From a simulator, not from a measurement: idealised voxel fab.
The following process module bears the name voxel ribs on slabs.
Square cells of 5 nm make up the cross-section cut, whose width is 175 nm.
Think of the cross-section as a grid of square cells. We describe it in bands, top to bottom, and each band covers one or more rows of those cells. Look at the band entry: it leads with the top's height and the bottom's height in nm. Then it lists the materials left to right, with a width in nm for each. The word "everywhere" on a single material says that material fills the band edge to edge. The word "blank" is empty space. Heights are reckoned from 0. Under this level, the received wafer is all of one material. The bottommost band is open-ended downward, for example "from 0 down". Width "30->40": first value at the band's top row of cells, second value at its bottom row, equal change from row to row. Where a step carries "nothing changed", the cross-section came out of it unchanged, cell for cell. The entry titled "Entrapped void list" provides the empty spaces that have no open way to the top, restricted to those of 8 cells or more. Each is presented as width x height at distance, the distance being measured from the left edge, with all three in nm. after a step's settings: what the simulator itself notes on the step. You can add "overlay nm" to a step's line. For a step with a mask, it describes how far the mask lay to the right of its planned position, and a negative number describes a lay to the left.
### Here's what the planned process steps look like
1 RECEIVE | material Si
2 DIRECTIONAL_DEP | material SiO2 | thk nm 25
3 DIRECTIONAL_DEP | material polySi | thk nm 15
4 DIRECTIONAL_DEP | material aC | thk nm 10
5 PATTERN | tone cover | mask id RIB | material resist | width nm 20 | thk nm 25 | overlay nm 0
6 DIRECTIONAL_ETCH | etch materials aC | depth nm 10
7 STRIP | etch materials resist
8 DIRECTIONAL_ETCH | etch materials polySi | depth nm 10
9 STRIP | etch materials aC
10 PATTERN | tone cover | mask id SLAB | material resist | width nm 70 | thk nm 15 | overlay nm 0
11 DIRECTIONAL_ETCH | etch materials polySi | depth nm 5
12 STRIP | etch materials resist
13 FILL_DEP | material SiO2 | thk nm 25
14 CMP | height nm 60
15 DIRECTIONAL_DEP | material TiN | thk nm 10
16 DIRECTIONAL_DEP | material aC | thk nm 15
17 PATTERN | tone cover | mask id HEATER | material resist | width nm 30 | thk nm 35 | overlay nm 0
18 DIRECTIONAL_ETCH | etch materials aC | depth nm 15
19 STRIP | etch materials resist
20 DIRECTIONAL_ETCH | etch materials TiN | depth nm 10
21 STRIP | etch materials aC
22 CONFORMAL_DEP | material SiO2 | thk nm 5
### Incoming wafer, cross-sectional view, post step 1
    from 0 down  Si everywhere
    Entrapped void list: none
### Cross-section, first of two wafers, end of module, run as planned
    from 75 to 70  blank 65 nm, then SiO2 40 nm, then blank 70 nm
    from 70 to 65  blank 65 nm, then SiO2 5 nm, then TiN 30 nm, then SiO2 5 nm, then blank 70 nm
    from 65 to 60  SiO2 70 nm, then TiN 30 nm, then SiO2 75 nm
    from 60 to 40  SiO2 everywhere
    from 40 to 30  SiO2 75 nm, then polySi 20 nm, then SiO2 80 nm
    from 30 to 25  SiO2 50 nm, then polySi 70 nm, then SiO2 55 nm
    from 25 to 0  SiO2 everywhere
    from 0 down  Si everywhere
    Entrapped void list: none
### Wafer two, end of module, cross-section. Same start, same plan as wafer one. One mistake in the run
    from 75 to 70  blank 65 nm, then SiO2 40 nm, then blank 70 nm
    from 70 to 65  blank 65 nm, then SiO2 5 nm, then TiN 30 nm, then SiO2 5 nm, then blank 70 nm
    from 65 to 60  SiO2 70 nm, then TiN 30 nm, then SiO2 75 nm
    from 60 to 40  SiO2 everywhere
    from 40 to 30  SiO2 75->50 nm, then polySi 20->70 nm, then SiO2 80->55 nm
    from 30 to 25  polySi everywhere
    from 25 to 0  SiO2 everywhere
    from 0 down  Si everywhere
    Entrapped void list: none
Misprocessing identified: heads up, step 8 didn't go per plan, it actually ran as DIRECTIONAL_ETCH | etch materials polySi | depth nm 5
The second wafer ends with more or fewer cells of some materials than the first, per final count: 31 fewer of SiO2 | 31 more of polySi
